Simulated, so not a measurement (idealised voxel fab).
process module | voxel double patterning
cross-section cut | 150 nm wide | cells 5 nm
A cross-section is a grid of square cells, given in bands from the top down. A band is one or more rows of cells.
Each band's line starts with the height of the band's top and of its bottom, in nm. Then come its materials from left to right, each with its width in nm. One material with "throughout" fills the band from edge to edge. "air" is empty space.
Height 0 is the level under which the wafer as received is all one material. The lowest band goes on downwards, as in "0 down".
A width such as "30 to 40" changes by the same amount from each row of cells to the next, from the band's top row to its bottom row.
"no change" after a step means that no cell of the cross-section changed.
closed voids: empty space of 8 cells or more with no open way to the top, each as width x height at its distance from the left edge, in nm
after a step's settings: what the simulator itself notes on the step
overlay nm, on a step with a mask: how far to the right of its planned place the mask lay; to the left if negative
plan
1 op RECEIVE | material Si
2 op CONFORMAL_DEP | material SiN | thk nm 5
3 op DIRECTIONAL_DEP | material SiO2 | thk nm 15
4 op DIRECTIONAL_DEP | material SiCN | thk nm 10
5 op PATTERN | tone open | mask id FIRST | material resist | width nm 15 | pitch nm 50 | thk nm 20 | overlay nm 0
6 op DIRECTIONAL_ETCH | etch materials SiCN | depth nm 10
7 op STRIP | etch materials resist
8 op MASKED_ETCH | tone open | mask id SECOND | width nm 15 | etch materials SiCN | depth nm 10 | overlay nm 0
9 op DIRECTIONAL_ETCH | etch materials SiO2 | depth nm 15
10 op STRIP | etch materials SiCN
as received, after step 1
  0 down: Si throughout
  closed voids: none
a wafer at the end: this start, this plan, one mistake
  20 to 5: SiO2 30 | air 15 | SiO2 20 | air 30 | SiO2 55
  5 to 0: SiN throughout
  0 down: Si throughout
  closed voids: none
what went wrong: step 5 ran as: op PATTERN | tone open | mask id FIRST | material resist | width nm 15 | pitch nm 50 | thk nm 20 | overlay nm -10
